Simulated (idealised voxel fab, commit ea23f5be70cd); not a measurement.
process module | voxel self aligned contacts
cross-section cut | 265 nm wide | cells 5 nm
A cross-section is a grid of square cells, given in bands from the top down. A band is one or more rows of cells.
Each band's line starts with the height of the band's top and of its bottom, in nm. Then come its materials from left to right, each with its width in nm. One material with "throughout" fills the band from edge to edge. "air" is empty space.
Height 0 is the level under which the wafer as received is all one material. The lowest band goes on downwards, as in "0 down".
A width such as "30 to 40" changes by the same amount from each row of cells to the next, from the band's top row to its bottom row.
"no change" after a step means that no cell of the cross-section changed.
closed voids: empty space of 8 cells or more with no open way to the top, each as width x height at its distance from the left edge, in nm
after a step's settings: what the simulator itself notes on the step
overlay nm, on a step with a mask: how far to the right of its planned place the mask lay; to the left if negative
plan
1 op RECEIVE | material Si
2 op OXIDIZE | depth nm 5
3 op DIRECTIONAL_DEP | material polySi | thk nm 30
4 op DIRECTIONAL_DEP | material SiN | thk nm 20
5 op PATTERN | tone cover | mask id GATE | material resist | width nm 30 | pitch nm 65 | thk nm 20 | overlay nm 0
6 op DIRECTIONAL_ETCH | etch materials SiN | depth nm 20
7 op DIRECTIONAL_ETCH | etch materials polySi | depth nm 30
8 op STRIP | etch materials resist
9 op CONFORMAL_DEP | material SiN | thk nm 10
10 op DIRECTIONAL_ETCH | etch materials SiN | depth nm 10
11 op FILL_DEP | material SiO2 | thk nm 15
12 op CMP | height nm 55
13 op DIRECTIONAL_DEP | material aC | thk nm 15
14 op PATTERN | tone open | mask id CONTACT | material resist | width nm 45 | thk nm 30 | overlay nm 0
15 op DIRECTIONAL_ETCH | etch materials aC | depth nm 15
16 op STRIP | etch materials resist
17 op DIRECTIONAL_ETCH | etch materials SiO2 | depth nm 60
18 op STRIP | etch materials aC
19 op CONFORMAL_DEP | material TiN | thk nm 5
20 op FILL_DEP | material Ru | thk nm 10
21 op CMP | height nm 55
22 op CONFORMAL_DEP | material SiN | thk nm 5
as received, after step 1
  0 down: Si throughout
  closed voids: none
a wafer at the end: this start, this plan, one mistake
  65 to 60: SiN throughout
  60 to 55: TiN 115 | Ru 35 | TiN 115
  55 to 50: SiO2 110 | TiN 20 | Ru 5 | TiN 20 | SiO2 110
  50 to 30: SiO2 75 | SiN 50 | TiN 5 | Ru 5 | TiN 5 | SiN 50 | SiO2 75
  30 to 0: SiO2 75 | SiN 10 | polySi 30 | SiN 10 | TiN 5 | Ru 5 | TiN 5 | SiN 10 | polySi 30 | SiN 10 | SiO2 75
  0 to -5: SiO2 125 | TiN 15 | SiO2 125
  -5 down: Si throughout
  closed voids: none
what went wrong: step 21 ran as: op CMP | height nm 60
